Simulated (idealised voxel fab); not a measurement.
This section sets out a process module, namely voxel capacitor over wiring.
Square cells of 5 nm make up the cross-section cut, whose width is 215 nm.
Cross-section = grid of square cells, listed top down in bands; band = one or more rows. The band entry comprises the height of the band's top followed by the height of its bottom, expressed in nm, and subsequently the band's materials from left to right, each stated together with its width in nm. Where a single material is marked with the word "throughout", that material fills the band from edge to edge. The word "empty" represents empty space. Basically, 0 is our baseline, since under it the wafer straight out of the box is all one material. The bottom band has no lower end and keeps on going down, so it looks like "z 0 and below". When a width is written as two numbers, as in "30..40", the first number is the width in the top row of cells of the band and the second is the width in its bottom row, and the width changes by the same amount from each row to the next. The designation "nothing got changed", where it is given for a processing step, indicates that no cell of the cross-section was altered in the course of that step. In "Enclosed cavity list" the enclosed voids are listed, meaning empty spaces of 8 cells or larger without any opening to the top. The form is width x height at distance, distance from the left edge, units nm. Text after the settings on a step's line: the simulator's own remark on that step. The optional step-line setting "overlay nm" applies to steps with a mask and quantifies how far to the right of its planned location the mask lay, a negative value indicating leftward placement.
So here's the lineup of process steps we planned
1: RECEIVE,material Si
2: CONFORMAL_DEP,material SiO2,thk nm 10
3: DIRECTIONAL_DEP,material TiN,thk nm 5
4: DIRECTIONAL_DEP,material W,thk nm 15
5: PATTERN,tone cover,mask id METAL_1,material resist,width nm 25,pitch nm 95,thk nm 20,overlay nm 0
6: DIRECTIONAL_ETCH,etch materials W,depth nm 15
7: DIRECTIONAL_ETCH,etch materials TiN,depth nm 5
8: STRIP,etch materials resist
9: CONFORMAL_DEP,material SiN,thk nm 5
10: FILL_DEP,material lowk,thk nm 5
11: CMP,height nm 30
12: CONFORMAL_DEP,material SiCN,thk nm 5
13: DIRECTIONAL_DEP,material lowk,thk nm 10
14: PATTERN,tone open,mask id PLUG_1,material resist,width nm 15,thk nm 20,overlay nm 0
15: DIRECTIONAL_ETCH,etch materials lowk,depth nm 10
16: DIRECTIONAL_ETCH,etch materials SiCN,depth nm 5
17: STRIP,etch materials resist
18: CONFORMAL_DEP,material TiN,thk nm 5
19: FILL_DEP,material Ru,thk nm 10
20: CMP,height nm 45
21: DIRECTIONAL_DEP,material TiN,thk nm 10
22: DIRECTIONAL_DEP,material SiN,thk nm 5
23: DIRECTIONAL_DEP,material TiN,thk nm 5
24: MASKED_ETCH,tone cover,mask id UPPER_PLATE,width nm 75,etch materials TiN,depth nm 5,overlay nm 0
25: MASKED_ETCH,tone cover,mask id UPPER_PLATE,width nm 75,etch materials SiN,depth nm 5,overlay nm 0
26: DIRECTIONAL_DEP,material aC,thk nm 10
27: PATTERN,tone cover,mask id LOWER_PLATE,material resist,width nm 85,thk nm 30,overlay nm 0
28: DIRECTIONAL_ETCH,etch materials aC,depth nm 10
29: STRIP,etch materials resist
30: DIRECTIONAL_ETCH,etch materials TiN,depth nm 10
31: STRIP,etch materials aC
32: FILL_DEP,material SiO2,thk nm 15
33: CMP,height nm 75
34: PATTERN,tone open,mask id PLUG_2,material resist,width nm 15,thk nm 20,overlay nm 0
35: DIRECTIONAL_ETCH,etch materials SiO2,depth nm 10
36: STRIP,etch materials resist
37: CONFORMAL_DEP,material TiN,thk nm 5
38: FILL_DEP,material Ru,thk nm 5
39: CMP,height nm 75
40: CONFORMAL_DEP,material SiCN,thk nm 5
First of two wafers: run as planned
The cross-section here shows the wafer as received, i.e. in its state after step 1
  z 0 and below | Si throughout
  Enclosed cavity list: none
Presented here is a cross-section of the wafer after step 2 has been performed
  z 10 to 0 | SiO2 throughout
  Lower than 0, everything is as it was.
Presented here is a cross-section of the wafer after step 3 has been performed
  z 15 to 10 | TiN throughout
  Lower than 10, everything is as it was.
Presented here is a cross-section of the wafer after step 4 has been performed
  z 30 to 15 | W throughout
  Lower than 15, everything is as it was.
Presented here is a cross-section of the wafer after step 5 has been performed
  z 50 to 30 | empty: 45 | resist: 25 | empty: 70 | resist: 25 | empty: 50
  Lower than 30, everything is as it was.
Presented here is a cross-section of the wafer after step 6 has been performed
  z 50 to 30 | empty: 45 | resist: 25 | empty: 70 | resist: 25 | empty: 50
  z 30 to 15 | empty: 45 | W: 25 | empty: 70 | W: 25 | empty: 50
  Lower than 15, everything is as it was.
Presented here is a cross-section of the wafer after step 7 has been performed
  z 50 to 30 | empty: 45 | resist: 25 | empty: 70 | resist: 25 | empty: 50
  z 30 to 15 | empty: 45 | W: 25 | empty: 70 | W: 25 | empty: 50
  z 15 to 10 | empty: 45 | TiN: 25 | empty: 70 | TiN: 25 | empty: 50
  Lower than 10, everything is as it was.
Presented here is a cross-section of the wafer after step 8 has been performed
  z 30 to 15 | empty: 45 | W: 25 | empty: 70 | W: 25 | empty: 50
  Lower than 15, everything is as it was.
Presented here is a cross-section of the wafer after step 9 has been performed
  z 35 to 30 | empty: 40 | SiN: 35 | empty: 60 | SiN: 35 | empty: 45
  z 30 to 15 | empty: 40 | SiN: 5 | W: 25 | SiN: 5 | empty: 60 | SiN: 5 | W: 25 | SiN: 5 | empty: 45
  z 15 to 10 | SiN: 45 | TiN: 25 | SiN: 70 | TiN: 25 | SiN: 50
  Lower than 10, everything is as it was.
Presented here is a cross-section of the wafer after step 10 has been performed
  z 40 to 35 | lowk throughout
  z 35 to 30 | lowk: 40 | SiN: 35 | lowk: 60 | SiN: 35 | lowk: 45
  z 30 to 15 | lowk: 40 | SiN: 5 | W: 25 | SiN: 5 | lowk: 60 | SiN: 5 | W: 25 | SiN: 5 | lowk: 45
  Lower than 15, everything is as it was.
Presented here is a cross-section of the wafer after step 11 has been performed
  z 30 to 15 | lowk: 40 | SiN: 5 | W: 25 | SiN: 5 | lowk: 60 | SiN: 5 | W: 25 | SiN: 5 | lowk: 45
  Lower than 15, everything is as it was.
Presented here is a cross-section of the wafer after step 12 has been performed
  z 35 to 30 | SiCN throughout
  Lower than 30, everything is as it was.
Presented here is a cross-section of the wafer after step 13 has been performed
  z 45 to 35 | lowk throughout
  Lower than 35, everything is as it was.
Presented here is a cross-section of the wafer after step 14 has been performed
  z 65 to 45 | resist: 55 | empty: 15 | resist: 145
  Lower than 45, everything is as it was.
Presented here is a cross-section of the wafer after step 15 has been performed
  z 65 to 45 | resist: 55 | empty: 15 | resist: 145
  z 45 to 35 | lowk: 55 | empty: 15 | lowk: 145
  Lower than 35, everything is as it was.
Presented here is a cross-section of the wafer after step 16 has been performed
  z 65 to 45 | resist: 55 | empty: 15 | resist: 145
  z 45 to 35 | lowk: 55 | empty: 15 | lowk: 145
  z 35 to 30 | SiCN: 55 | empty: 15 | SiCN: 145
  Lower than 30, everything is as it was.
Presented here is a cross-section of the wafer after step 17 has been performed
  z 45 to 35 | lowk: 55 | empty: 15 | lowk: 145
  Lower than 35, everything is as it was.
Presented here is a cross-section of the wafer after step 18 has been performed
  z 50 to 45 | TiN: 60 | empty: 5 | TiN: 150
  z 45 to 35 | lowk: 55 | TiN: 5 | empty: 5 | TiN: 5 | lowk: 145
  z 35 to 30 | SiCN: 55 | TiN: 15 | SiCN: 145
  Lower than 30, everything is as it was.
Presented here is a cross-section of the wafer after step 19 has been performed
  z 60 to 50 | Ru throughout
  z 50 to 45 | TiN: 60 | Ru: 5 | TiN: 150
  z 45 to 35 | lowk: 55 | TiN: 5 | Ru: 5 | TiN: 5 | lowk: 145
  Lower than 35, everything is as it was.
Presented here is a cross-section of the wafer after step 20 has been performed
  z 45 to 35 | lowk: 55 | TiN: 5 | Ru: 5 | TiN: 5 | lowk: 145
  Lower than 35, everything is as it was.
Presented here is a cross-section of the wafer after step 21 has been performed
  z 55 to 45 | TiN throughout
  Lower than 45, everything is as it was.
Presented here is a cross-section of the wafer after step 22 has been performed
  z 60 to 55 | SiN throughout
  Lower than 55, everything is as it was.
Presented here is a cross-section of the wafer after step 23 has been performed
  z 65 to 60 | TiN throughout
  Lower than 60, everything is as it was.
Presented here is a cross-section of the wafer after step 24 has been performed
  z 65 to 60 | empty: 55 | TiN: 75 | empty: 85
  Lower than 60, everything is as it was.
Presented here is a cross-section of the wafer after step 25 has been performed
  z 65 to 60 | empty: 55 | TiN: 75 | empty: 85
  z 60 to 55 | empty: 55 | SiN: 75 | empty: 85
  Lower than 55, everything is as it was.
Presented here is a cross-section of the wafer after step 26 has been performed
  z 75 to 65 | empty: 55 | aC: 75 | empty: 85
  z 65 to 60 | aC: 55 | TiN: 75 | aC: 85
  z 60 to 55 | aC: 55 | SiN: 75 | aC: 85
  Lower than 55, everything is as it was.
Presented here is a cross-section of the wafer after step 27 has been performed
  z 105 to 75 | empty: 50 | resist: 85 | empty: 80
  z 75 to 65 | empty: 50 | resist: 5 | aC: 75 | resist: 5 | empty: 80
  Lower than 65, everything is as it was.
Presented here is a cross-section of the wafer after step 28 has been performed
  z 95 to 75 | empty: 50 | resist: 85 | empty: 80
  z 75 to 65 | empty: 50 | resist: 5 | aC: 75 | resist: 5 | empty: 80
  z 65 to 60 | empty: 50 | aC: 5 | TiN: 75 | aC: 5 | empty: 80
  z 60 to 55 | empty: 50 | aC: 5 | SiN: 75 | aC: 5 | empty: 80
  Lower than 55, everything is as it was.
Presented here is a cross-section of the wafer after step 29 has been performed
  z 75 to 65 | empty: 55 | aC: 75 | empty: 85
  Lower than 65, everything is as it was.
Presented here is a cross-section of the wafer after step 30 has been performed
  z 75 to 65 | empty: 55 | aC: 75 | empty: 85
  z 65 to 60 | empty: 50 | aC: 5 | TiN: 75 | aC: 5 | empty: 80
  z 60 to 55 | empty: 50 | aC: 5 | SiN: 75 | aC: 5 | empty: 80
  z 55 to 45 | empty: 50 | TiN: 85 | empty: 80
  Lower than 45, everything is as it was.
Presented here is a cross-section of the wafer after step 31 has been performed
  z 65 to 60 | empty: 55 | TiN: 75 | empty: 85
  z 60 to 55 | empty: 55 | SiN: 75 | empty: 85
  Lower than 55, everything is as it was.
Presented here is a cross-section of the wafer after step 32 has been performed
  z 80 to 65 | SiO2 throughout
  z 65 to 60 | SiO2: 55 | TiN: 75 | SiO2: 85
  z 60 to 55 | SiO2: 55 | SiN: 75 | SiO2: 85
  z 55 to 45 | SiO2: 50 | TiN: 85 | SiO2: 80
  Lower than 45, everything is as it was.
Presented here is a cross-section of the wafer after step 33 has been performed
  z 75 to 65 | SiO2 throughout
  Lower than 65, everything is as it was.
Presented here is a cross-section of the wafer after step 34 has been performed
  z 95 to 75 | resist: 65 | empty: 15 | resist: 135
  Lower than 75, everything is as it was.
Presented here is a cross-section of the wafer after step 35 has been performed
  z 95 to 75 | resist: 65 | empty: 15 | resist: 135
  z 75 to 65 | SiO2: 65 | empty: 15 | SiO2: 135
  Lower than 65, everything is as it was.
Presented here is a cross-section of the wafer after step 36 has been performed
  z 75 to 65 | SiO2: 65 | empty: 15 | SiO2: 135
  Lower than 65, everything is as it was.
Presented here is a cross-section of the wafer after step 37 has been performed
  z 80 to 75 | TiN: 70 | empty: 5 | TiN: 140
  z 75 to 70 | SiO2: 65 | TiN: 5 | empty: 5 | TiN: 5 | SiO2: 135
  z 70 to 60 | SiO2: 65..55 | TiN: 15..75 | SiO2: 135..85
  Lower than 60, everything is as it was.
Presented here is a cross-section of the wafer after step 38 has been performed
  z 85 to 80 | Ru throughout
  z 80 to 75 | TiN: 70 | Ru: 5 | TiN: 140
  z 75 to 70 | SiO2: 65 | TiN: 5 | Ru: 5 | TiN: 5 | SiO2: 135
  Lower than 70, everything is as it was.
Presented here is a cross-section of the wafer after step 39 has been performed
  z 75 to 70 | SiO2: 65 | TiN: 5 | Ru: 5 | TiN: 5 | SiO2: 135
  Lower than 70, everything is as it was.
Presented here is a cross-section of the wafer after step 40 has been performed
  z 80 to 75 | SiCN throughout
  Lower than 75, everything is as it was.
Notes, second wafer: start = first wafer's, plan = first wafer's, execution had one mistake; history identical to first through step 4
Cross-sectional representation of the second wafer at the time designated in the plan for the completion of step 5
  z 50 to 30 | empty: 55 | resist: 25 | empty: 70 | resist: 25 | empty: 40
  Lower than 30, everything is as it was.
Cross-sectional representation of the second wafer at the time designated in the plan for the completion of step 6
  z 50 to 30 | empty: 55 | resist: 25 | empty: 70 | resist: 25 | empty: 40
  z 30 to 15 | empty: 55 | W: 25 | empty: 70 | W: 25 | empty: 40
  Lower than 15, everything is as it was.
Cross-sectional representation of the second wafer at the time designated in the plan for the completion of step 7
  z 50 to 30 | empty: 55 | resist: 25 | empty: 70 | resist: 25 | empty: 40
  z 30 to 15 | empty: 55 | W: 25 | empty: 70 | W: 25 | empty: 40
  z 15 to 10 | empty: 55 | TiN: 25 | empty: 70 | TiN: 25 | empty: 40
  Lower than 10, everything is as it was.
Cross-sectional representation of the second wafer at the time designated in the plan for the completion of step 8
  z 30 to 15 | empty: 55 | W: 25 | empty: 70 | W: 25 | empty: 40
  Lower than 15, everything is as it was.
Cross-sectional representation of the second wafer at the time designated in the plan for the completion of step 9
  z 35 to 30 | empty: 50 | SiN: 35 | empty: 60 | SiN: 35 | empty: 35
  z 30 to 15 | empty: 50 | SiN: 5 | W: 25 | SiN: 5 | empty: 60 | SiN: 5 | W: 25 | SiN: 5 | empty: 35
  z 15 to 10 | SiN: 55 | TiN: 25 | SiN: 70 | TiN: 25 | SiN: 40
  Lower than 10, everything is as it was.
Cross-sectional representation of the second wafer at the time designated in the plan for the completion of step 10
  z 40 to 35 | lowk throughout
  z 35 to 30 | lowk: 50 | SiN: 35 | lowk: 60 | SiN: 35 | lowk: 35
  z 30 to 15 | lowk: 50 | SiN: 5 | W: 25 | SiN: 5 | lowk: 60 | SiN: 5 | W: 25 | SiN: 5 | lowk: 35
  Lower than 15, everything is as it was.
Cross-sectional representation of the second wafer at the time designated in the plan for the completion of step 11
  z 30 to 15 | lowk: 50 | SiN: 5 | W: 25 | SiN: 5 | lowk: 60 | SiN: 5 | W: 25 | SiN: 5 | lowk: 35
  Lower than 15, everything is as it was.
Cross-sectional representation of the second wafer at the time designated in the plan for the completion of step 12
  z 35 to 30 | SiCN throughout
  Lower than 30, everything is as it was.
Cross-sectional representation of the second wafer at the time designated in the plan for the completion of step 13
  z 45 to 35 | lowk throughout
  Lower than 35, everything is as it was.
Cross-sectional representation of the second wafer at the time designated in the plan for the completion of step 14
  z 65 to 45 | resist: 55 | empty: 15 | resist: 145
  Lower than 45, everything is as it was.
Cross-sectional representation of the second wafer at the time designated in the plan for the completion of step 15
  z 65 to 45 | resist: 55 | empty: 15 | resist: 145
  z 45 to 35 | lowk: 55 | empty: 15 | lowk: 145
  Lower than 35, everything is as it was.
Cross-sectional representation of the second wafer at the time designated in the plan for the completion of step 16
  z 65 to 45 | resist: 55 | empty: 15 | resist: 145
  z 45 to 35 | lowk: 55 | empty: 15 | lowk: 145
  z 35 to 30 | SiCN: 55 | empty: 15 | SiCN: 145
  Lower than 30, everything is as it was.
Cross-sectional representation of the second wafer at the time designated in the plan for the completion of step 17
  z 45 to 35 | lowk: 55 | empty: 15 | lowk: 145
  Lower than 35, everything is as it was.
Cross-sectional representation of the second wafer at the time designated in the plan for the completion of step 18
  z 50 to 45 | TiN: 60 | empty: 5 | TiN: 150
  z 45 to 35 | lowk: 55 | TiN: 5 | empty: 5 | TiN: 5 | lowk: 145
  z 35 to 30 | SiCN: 55 | TiN: 15 | SiCN: 145
  Lower than 30, everything is as it was.
Cross-sectional representation of the second wafer at the time designated in the plan for the completion of step 19
  z 60 to 50 | Ru throughout
  z 50 to 45 | TiN: 60 | Ru: 5 | TiN: 150
  z 45 to 35 | lowk: 55 | TiN: 5 | Ru: 5 | TiN: 5 | lowk: 145
  Lower than 35, everything is as it was.
Cross-sectional representation of the second wafer at the time designated in the plan for the completion of step 20
  z 45 to 35 | lowk: 55 | TiN: 5 | Ru: 5 | TiN: 5 | lowk: 145
  Lower than 35, everything is as it was.
Cross-sectional representation of the second wafer at the time designated in the plan for the completion of step 21
  z 55 to 45 | TiN throughout
  Lower than 45, everything is as it was.
Cross-sectional representation of the second wafer at the time designated in the plan for the completion of step 22
  z 60 to 55 | SiN throughout
  Lower than 55, everything is as it was.
Cross-sectional representation of the second wafer at the time designated in the plan for the completion of step 23
  z 65 to 60 | TiN throughout
  Lower than 60, everything is as it was.
Cross-sectional representation of the second wafer at the time designated in the plan for the completion of step 24
  z 65 to 60 | empty: 55 | TiN: 75 | empty: 85
  Lower than 60, everything is as it was.
Cross-sectional representation of the second wafer at the time designated in the plan for the completion of step 25
  z 65 to 60 | empty: 55 | TiN: 75 | empty: 85
  z 60 to 55 | empty: 55 | SiN: 75 | empty: 85
  Lower than 55, everything is as it was.
Cross-sectional representation of the second wafer at the time designated in the plan for the completion of step 26
  z 75 to 65 | empty: 55 | aC: 75 | empty: 85
  z 65 to 60 | aC: 55 | TiN: 75 | aC: 85
  z 60 to 55 | aC: 55 | SiN: 75 | aC: 85
  Lower than 55, everything is as it was.
Cross-sectional representation of the second wafer at the time designated in the plan for the completion of step 27
  z 105 to 75 | empty: 50 | resist: 85 | empty: 80
  z 75 to 65 | empty: 50 | resist: 5 | aC: 75 | resist: 5 | empty: 80
  Lower than 65, everything is as it was.
Cross-sectional representation of the second wafer at the time designated in the plan for the completion of step 28
  z 95 to 75 | empty: 50 | resist: 85 | empty: 80
  z 75 to 65 | empty: 50 | resist: 5 | aC: 75 | resist: 5 | empty: 80
  z 65 to 60 | empty: 50 | aC: 5 | TiN: 75 | aC: 5 | empty: 80
  z 60 to 55 | empty: 50 | aC: 5 | SiN: 75 | aC: 5 | empty: 80
  Lower than 55, everything is as it was.
Cross-sectional representation of the second wafer at the time designated in the plan for the completion of step 29
  z 75 to 65 | empty: 55 | aC: 75 | empty: 85
  Lower than 65, everything is as it was.
Cross-sectional representation of the second wafer at the time designated in the plan for the completion of step 30
  z 75 to 65 | empty: 55 | aC: 75 | empty: 85
  z 65 to 60 | empty: 50 | aC: 5 | TiN: 75 | aC: 5 | empty: 80
  z 60 to 55 | empty: 50 | aC: 5 | SiN: 75 | aC: 5 | empty: 80
  z 55 to 45 | empty: 50 | TiN: 85 | empty: 80
  Lower than 45, everything is as it was.
Cross-sectional representation of the second wafer at the time designated in the plan for the completion of step 31
  z 65 to 60 | empty: 55 | TiN: 75 | empty: 85
  z 60 to 55 | empty: 55 | SiN: 75 | empty: 85
  Lower than 55, everything is as it was.
Cross-sectional representation of the second wafer at the time designated in the plan for the completion of step 32
  z 80 to 65 | SiO2 throughout
  z 65 to 60 | SiO2: 55 | TiN: 75 | SiO2: 85
  z 60 to 55 | SiO2: 55 | SiN: 75 | SiO2: 85
  z 55 to 45 | SiO2: 50 | TiN: 85 | SiO2: 80
  Lower than 45, everything is as it was.
Cross-sectional representation of the second wafer at the time designated in the plan for the completion of step 33
  z 75 to 65 | SiO2 throughout
  Lower than 65, everything is as it was.
Cross-sectional representation of the second wafer at the time designated in the plan for the completion of step 34
  z 95 to 75 | resist: 65 | empty: 15 | resist: 135
  Lower than 75, everything is as it was.
Cross-sectional representation of the second wafer at the time designated in the plan for the completion of step 35
  z 95 to 75 | resist: 65 | empty: 15 | resist: 135
  z 75 to 65 | SiO2: 65 | empty: 15 | SiO2: 135
  Lower than 65, everything is as it was.
Cross-sectional representation of the second wafer at the time designated in the plan for the completion of step 36
  z 75 to 65 | SiO2: 65 | empty: 15 | SiO2: 135
  Lower than 65, everything is as it was.
Cross-sectional representation of the second wafer at the time designated in the plan for the completion of step 37
  z 80 to 75 | TiN: 70 | empty: 5 | TiN: 140
  z 75 to 70 | SiO2: 65 | TiN: 5 | empty: 5 | TiN: 5 | SiO2: 135
  z 70 to 60 | SiO2: 65..55 | TiN: 15..75 | SiO2: 135..85
  Lower than 60, everything is as it was.
Cross-sectional representation of the second wafer at the time designated in the plan for the completion of step 38
  z 85 to 80 | Ru throughout
  z 80 to 75 | TiN: 70 | Ru: 5 | TiN: 140
  z 75 to 70 | SiO2: 65 | TiN: 5 | Ru: 5 | TiN: 5 | SiO2: 135
  Lower than 70, everything is as it was.
Cross-sectional representation of the second wafer at the time designated in the plan for the completion of step 39
  z 75 to 70 | SiO2: 65 | TiN: 5 | Ru: 5 | TiN: 5 | SiO2: 135
  Lower than 70, everything is as it was.
Cross-sectional representation of the second wafer at the time designated in the plan for the completion of step 40
  z 80 to 75 | SiCN throughout
  Lower than 75, everything is as it was.
Heads up, the wafer didn't run the way we planned it: rather than as planned, step 5 actually ran as PATTERN,tone cover,mask id METAL_1,material resist,width nm 25,pitch nm 95,thk nm 20,overlay nm 10
At the end, each material covers as many cells on the second wafer as it does on the first, though the cells it covers are elsewhere.
